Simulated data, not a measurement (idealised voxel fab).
Process module name: voxel self aligned contacts
In the cross-section labelled cut, the width is 270 nm and each square cell is 5 nm.
Cross-section format: a grid of square cells, given as bands from top to bottom; each band is one or more rows of cells. Each band's line starts with the height of the band's top and of its bottom, in nm. Then come its materials from left to right, each with its width in nm. One material with "full width" fills the band from edge to edge. "air" is empty space. Heights are expressed relative to 0, this being the level below which the as-received wafer comprises one material exclusively. The lowest band is unbounded in the downward direction and is denoted as in "0 nm and below". Think of "30..40" as a width that walks from the first number to the second as you go down the band, top row to bottom row, taking equal-sized steps from row to row. Where a step carries "nothing different", the cross-section came out of it unchanged, cell for cell. "Fully sealed cavities" enumerates empty spaces isolated from the top, with no open way to it, that contain at least 8 cells, giving each as width x height at distance from the left edge, all three in nm. Step line, after settings: the simulator's comment on this step. Steps that use a mask can have "overlay nm" on their line. It says how far the mask sat to the right of where it was meant to be. Negative means to the left.

Planned step list for the process
1. RECEIVE: material Si
2. OXIDIZE: depth nm 5
3. DIRECTIONAL_DEP: material polySi, thk nm 25
4. DIRECTIONAL_DEP: material SiN, thk nm 20
5. PATTERN: tone cover, mask id GATE, material resist, width nm 25, pitch nm 70, thk nm 20, overlay nm 0
6. DIRECTIONAL_ETCH: etch materials SiN, depth nm 20
7. DIRECTIONAL_ETCH: etch materials polySi, depth nm 25
8. STRIP: etch materials resist
9. CONFORMAL_DEP: material SiN, thk nm 10
10. DIRECTIONAL_ETCH: etch materials SiN, depth nm 10
11. FILL_DEP: material SiO2, thk nm 10
12. CMP: height nm 50
13. PATTERN: tone open, mask id CONTACT, material resist, width nm 55, pitch nm 70, thk nm 15, overlay nm 0
14. DIRECTIONAL_ETCH: etch materials SiO2, depth nm 55
15. STRIP: etch materials resist
16. CONFORMAL_DEP: material TiN, thk nm 5
17. FILL_DEP: material W, thk nm 10
18. CMP: height nm 50
19. CONFORMAL_DEP: material SiN, thk nm 5

Cross-sectional view of the wafer in its as-received condition, corresponding to the state after step 1
	0 nm and below: Si full width
	Fully sealed cavities: none

Figure: cross-sectional view of the wafer upon completion of the module, processed from the initial state and according to the plan depicted above, with one error introduced during execution
	55 nm to 50 nm: SiN full width
	50 nm to 45 nm: W full width
	45 nm to 25 nm: W (40), then SiN (45), then W (25), then SiN (45), then W (25), then SiN (45), then W (45)
	25 nm to 0 nm: W (40), then SiN (10), then polySi (25), then SiN (10), then W (25), then SiN (10), then polySi (25), then SiN (10), then W (25), then SiN (10), then polySi (25), then SiN (10), then W (45)
	0 nm to -5 nm: SiO2 full width
	-5 nm and below: Si full width
	Fully sealed cavities: none
What was the processing mistake? step 11, actual vs plan mismatch, actual run FILL_DEP: material W, thk nm 10
